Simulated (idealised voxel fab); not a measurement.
Process module heading - voxel air gaps
FYI the section here is cut, 235 nm wide, cells are 5 nm squares.
A cross-section is written here as square cells arranged in a grid, and it is given in bands from the top down, each band taking up one or more rows of cells.
The band entry comprises the height of the band's top followed by the height of its bottom, expressed in nm, and subsequently the band's materials from left to right, each stated together with its width in nm. Where a single material is marked with the word "full width", that material fills the band from edge to edge. The word "empty" represents empty space.
Heights are reckoned from 0. Under this level, the received wafer is all of one material. The bottommost band is open-ended downward, for example "0 and below".
Width spec "30..40" -> top row of cells at first value, bottom row at second value, equal per-row change in between.
When a step is marked "nothing altered", none of the cells in the cross-section changed during that step.
"Trapped void list": sealed empty spaces, 8 cells or more, no open way to top, listed width x height at distance, with distance from the left edge and width, height and distance in nm.
That trailing text on a step's line, after the settings, is the simulator's own remark on the step.
The "overlay nm" setting may appear on a step's line; for a step that uses a mask, it gives how far to the right of its planned position the mask lay, and a negative value indicates the left.

Set out below are the planned steps of the process:
1 RECEIVE,material Si
2 CONFORMAL_DEP,material SiO2,thk nm 15
3 CONFORMAL_DEP,material SiN,thk nm 5
4 DIRECTIONAL_DEP,material lowk,thk nm 35
5 DIRECTIONAL_DEP,material aC,thk nm 15
6 PATTERN,tone open,mask id LINES,material resist,width nm 25,pitch nm 50,thk nm 30,overlay nm 0
7 DIRECTIONAL_ETCH,etch materials aC,depth nm 15
8 STRIP,etch materials resist
9 DIRECTIONAL_ETCH,etch materials lowk,depth nm 35
10 STRIP,etch materials aC
11 CONFORMAL_DEP,material TiN,thk nm 5
12 FILL_DEP,material Cu,thk nm 10
13 CMP,height nm 55
14 EPI,material Ru,thk nm 10
15 SELECTIVE_ETCH,etch materials lowk,depth nm 45
16 CONFORMAL_DEP,material SiCN,thk nm 5

So, the first of our two wafers, run just as we planned it:

Wafer as received: cross-section following step 1:
  0 and below = Si full width
  Trapped void list: none

State of the wafer after step 2, shown in cross-section:
  15 down to 0 = SiO2 full width
  Beneath the level 0, the cross-section is identical to its previous state.

State of the wafer after step 3, shown in cross-section:
  20 down to 15 = SiN full width
  Beneath the level 15, the cross-section is identical to its previous state.

State of the wafer after step 4, shown in cross-section:
  55 down to 20 = lowk full width
  Beneath the level 20, the cross-section is identical to its previous state.

State of the wafer after step 5, shown in cross-section:
  70 down to 55 = aC full width
  Beneath the level 55, the cross-section is identical to its previous state.

State of the wafer after step 6, shown in cross-section:
  100 down to 70 = 55 resist, then 25 empty, then 25 resist, then 25 empty, then 25 resist, then 25 empty, then 55 resist
  Beneath the level 70, the cross-section is identical to its previous state.

State of the wafer after step 7, shown in cross-section:
  85 down to 70 = 55 resist, then 25 empty, then 25 resist, then 25 empty, then 25 resist, then 25 empty, then 55 resist
  70 down to 55 = 55 aC, then 25 empty, then 25 aC, then 25 empty, then 25 aC, then 25 empty, then 55 aC
  Beneath the level 55, the cross-section is identical to its previous state.

State of the wafer after step 8, shown in cross-section:
  70 down to 55 = 55 aC, then 25 empty, then 25 aC, then 25 empty, then 25 aC, then 25 empty, then 55 aC
  Beneath the level 55, the cross-section is identical to its previous state.

State of the wafer after step 9, shown in cross-section:
  70 down to 55 = 55 aC, then 25 empty, then 25 aC, then 25 empty, then 25 aC, then 25 empty, then 55 aC
  55 down to 20 = 55 lowk, then 25 empty, then 25 lowk, then 25 empty, then 25 lowk, then 25 empty, then 55 lowk
  Beneath the level 20, the cross-section is identical to its previous state.

State of the wafer after step 10, shown in cross-section:
  55 down to 20 = 55 lowk, then 25 empty, then 25 lowk, then 25 empty, then 25 lowk, then 25 empty, then 55 lowk
  Beneath the level 20, the cross-section is identical to its previous state.

State of the wafer after step 11, shown in cross-section:
  60 down to 55 = 60 TiN, then 15 empty, then 35 TiN, then 15 empty, then 35 TiN, then 15 empty, then 60 TiN
  55 down to 25 = 55 lowk, then 5 TiN, then 15 empty, then 5 TiN, then 25 lowk, then 5 TiN, then 15 empty, then 5 TiN, then 25 lowk, then 5 TiN, then 15 empty, then 5 TiN, then 55 lowk
  25 down to 20 = 55 lowk, then 25 TiN, then 25 lowk, then 25 TiN, then 25 lowk, then 25 TiN, then 55 lowk
  Beneath the level 20, the cross-section is identical to its previous state.

State of the wafer after step 12, shown in cross-section:
  70 down to 60 = Cu full width
  60 down to 55 = 60 TiN, then 15 Cu, then 35 TiN, then 15 Cu, then 35 TiN, then 15 Cu, then 60 TiN
  55 down to 25 = 55 lowk, then 5 TiN, then 15 Cu, then 5 TiN, then 25 lowk, then 5 TiN, then 15 Cu, then 5 TiN, then 25 lowk, then 5 TiN, then 15 Cu, then 5 TiN, then 55 lowk
  Beneath the level 25, the cross-section is identical to its previous state.

State of the wafer after step 13, shown in cross-section:
  55 down to 25 = 55 lowk, then 5 TiN, then 15 Cu, then 5 TiN, then 25 lowk, then 5 TiN, then 15 Cu, then 5 TiN, then 25 lowk, then 5 TiN, then 15 Cu, then 5 TiN, then 55 lowk
  Beneath the level 25, the cross-section is identical to its previous state.

State of the wafer after step 14, shown in cross-section:
  65 down to 55 = 45 empty, then 45 Ru, then 5 empty, then 45 Ru, then 5 empty, then 45 Ru, then 45 empty
  Beneath the level 55, the cross-section is identical to its previous state.

State of the wafer after step 15, shown in cross-section:
  65 down to 55 = 45 empty, then 45 Ru, then 5 empty, then 45 Ru, then 5 empty, then 45 Ru, then 45 empty
  55 down to 25 = 55 empty, then 5 TiN, then 15 Cu, then 5 TiN, then 25 empty, then 5 TiN, then 15 Cu, then 5 TiN, then 25 empty, then 5 TiN, then 15 Cu, then 5 TiN, then 55 empty
  25 down to 20 = 55 empty, then 25 TiN, then 25 empty, then 25 TiN, then 25 empty, then 25 TiN, then 55 empty
  Beneath the level 20, the cross-section is identical to its previous state.

State of the wafer after step 16, shown in cross-section:
  70 down to 65 = 40 empty, then 155 SiCN, then 40 empty
  65 down to 55 = 40 empty, then 5 SiCN, then 45 Ru, then 5 SiCN, then 45 Ru, then 5 SiCN, then 45 Ru, then 5 SiCN, then 40 empty
  55 down to 50 = 40 empty, then 15 SiCN, then 5 TiN, then 15 Cu, then 5 TiN, then 25 SiCN, then 5 TiN, then 15 Cu, then 5 TiN, then 25 SiCN, then 5 TiN, then 15 Cu, then 5 TiN, then 15 SiCN, then 40 empty
  50 down to 25 = 50 empty, then 5 SiCN, then 5 TiN, then 15 Cu, then 5 TiN, then 5 SiCN, then 15 empty, then 5 SiCN, then 5 TiN, then 15 Cu, then 5 TiN, then 5 SiCN, then 15 empty, then 5 SiCN, then 5 TiN, then 15 Cu, then 5 TiN, then 5 SiCN, then 50 empty
  25 down to 20 = 55 SiCN, then 25 TiN, then 25 SiCN, then 25 TiN, then 25 SiCN, then 25 TiN, then 55 SiCN
  Beneath the level 20, the cross-section is identical to its previous state.
  Trapped void list: 15 x 25 at 85; 15 x 25 at 135

Regarding the second of the two wafers: it shared the first wafer's starting condition and process plan, yet one error occurred during its execution. Its history coincides with that of the first wafer up to and including step 1:

Second wafer at the planned finish of step 2, seen in cross-section:
  20 down to 0 = SiO2 full width
  Beneath the level 0, the cross-section is identical to its previous state.

Second wafer at the planned finish of step 3, seen in cross-section:
  25 down to 20 = SiN full width
  Beneath the level 20, the cross-section is identical to its previous state.

Second wafer at the planned finish of step 4, seen in cross-section:
  60 down to 25 = lowk full width
  Beneath the level 25, the cross-section is identical to its previous state.

Second wafer at the planned finish of step 5, seen in cross-section:
  75 down to 60 = aC full width
  Beneath the level 60, the cross-section is identical to its previous state.

Second wafer at the planned finish of step 6, seen in cross-section:
  105 down to 75 = 55 resist, then 25 empty, then 25 resist, then 25 empty, then 25 resist, then 25 empty, then 55 resist
  Beneath the level 75, the cross-section is identical to its previous state.

Second wafer at the planned finish of step 7, seen in cross-section:
  90 down to 75 = 55 resist, then 25 empty, then 25 resist, then 25 empty, then 25 resist, then 25 empty, then 55 resist
  75 down to 60 = 55 aC, then 25 empty, then 25 aC, then 25 empty, then 25 aC, then 25 empty, then 55 aC
  Beneath the level 60, the cross-section is identical to its previous state.

Second wafer at the planned finish of step 8, seen in cross-section:
  75 down to 60 = 55 aC, then 25 empty, then 25 aC, then 25 empty, then 25 aC, then 25 empty, then 55 aC
  Beneath the level 60, the cross-section is identical to its previous state.

Second wafer at the planned finish of step 9, seen in cross-section:
  75 down to 60 = 55 aC, then 25 empty, then 25 aC, then 25 empty, then 25 aC, then 25 empty, then 55 aC
  60 down to 25 = 55 lowk, then 25 empty, then 25 lowk, then 25 empty, then 25 lowk, then 25 empty, then 55 lowk
  Beneath the level 25, the cross-section is identical to its previous state.

Second wafer at the planned finish of step 10, seen in cross-section:
  60 down to 25 = 55 lowk, then 25 empty, then 25 lowk, then 25 empty, then 25 lowk, then 25 empty, then 55 lowk
  Beneath the level 25, the cross-section is identical to its previous state.

Second wafer at the planned finish of step 11, seen in cross-section:
  65 down to 60 = 60 TiN, then 15 empty, then 35 TiN, then 15 empty, then 35 TiN, then 15 empty, then 60 TiN
  60 down to 30 = 55 lowk, then 5 TiN, then 15 empty, then 5 TiN, then 25 lowk, then 5 TiN, then 15 empty, then 5 TiN, then 25 lowk, then 5 TiN, then 15 empty, then 5 TiN, then 55 lowk
  30 down to 25 = 55 lowk, then 25 TiN, then 25 lowk, then 25 TiN, then 25 lowk, then 25 TiN, then 55 lowk
  Beneath the level 25, the cross-section is identical to its previous state.

Second wafer at the planned finish of step 12, seen in cross-section:
  75 down to 65 = Cu full width
  65 down to 60 = 60 TiN, then 15 Cu, then 35 TiN, then 15 Cu, then 35 TiN, then 15 Cu, then 60 TiN
  60 down to 30 = 55 lowk, then 5 TiN, then 15 Cu, then 5 TiN, then 25 lowk, then 5 TiN, then 15 Cu, then 5 TiN, then 25 lowk, then 5 TiN, then 15 Cu, then 5 TiN, then 55 lowk
  Beneath the level 30, the cross-section is identical to its previous state.

Second wafer at the planned finish of step 13, seen in cross-section:
  55 down to 30 = 55 lowk, then 5 TiN, then 15 Cu, then 5 TiN, then 25 lowk, then 5 TiN, then 15 Cu, then 5 TiN, then 25 lowk, then 5 TiN, then 15 Cu, then 5 TiN, then 55 lowk
  Beneath the level 30, the cross-section is identical to its previous state.

Second wafer at the planned finish of step 14, seen in cross-section:
  65 down to 55 = 45 empty, then 45 Ru, then 5 empty, then 45 Ru, then 5 empty, then 45 Ru, then 45 empty
  Beneath the level 55, the cross-section is identical to its previous state.

Second wafer at the planned finish of step 15, seen in cross-section:
  65 down to 55 = 45 empty, then 45 Ru, then 5 empty, then 45 Ru, then 5 empty, then 45 Ru, then 45 empty
  55 down to 30 = 55 empty, then 5 TiN, then 15 Cu, then 5 TiN, then 25 empty, then 5 TiN, then 15 Cu, then 5 TiN, then 25 empty, then 5 TiN, then 15 Cu, then 5 TiN, then 55 empty
  30 down to 25 = 55 empty, then 25 TiN, then 25 empty, then 25 TiN, then 25 empty, then 25 TiN, then 55 empty
  Beneath the level 25, the cross-section is identical to its previous state.

Second wafer at the planned finish of step 16, seen in cross-section:
  70 down to 65 = 40 empty, then 155 SiCN, then 40 empty
  65 down to 55 = 40 empty, then 5 SiCN, then 45 Ru, then 5 SiCN, then 45 Ru, then 5 SiCN, then 45 Ru, then 5 SiCN, then 40 empty
  55 down to 50 = 40 empty, then 15 SiCN, then 5 TiN, then 15 Cu, then 5 TiN, then 25 SiCN, then 5 TiN, then 15 Cu, then 5 TiN, then 25 SiCN, then 5 TiN, then 15 Cu, then 5 TiN, then 15 SiCN, then 40 empty
  50 down to 30 = 50 empty, then 5 SiCN, then 5 TiN, then 15 Cu, then 5 TiN, then 5 SiCN, then 15 empty, then 5 SiCN, then 5 TiN, then 15 Cu, then 5 TiN, then 5 SiCN, then 15 empty, then 5 SiCN, then 5 TiN, then 15 Cu, then 5 TiN, then 5 SiCN, then 50 empty
  30 down to 25 = 55 SiCN, then 25 TiN, then 25 SiCN, then 25 TiN, then 25 SiCN, then 25 TiN, then 55 SiCN
  Beneath the level 25, the cross-section is identical to its previous state.
  Trapped void list: 15 x 20 at 85; 15 x 20 at 135
The plan and the run diverged here: in deviation from the planned setting, step 2 was conducted as CONFORMAL_DEP,material SiO2,thk nm 20
Looking at both finished wafers in cells, the second ends up ahead of or behind the first on some materials: 9 fewer of Cu | 6 fewer of SiCN | 47 more of SiO2 | 6 fewer of TiN
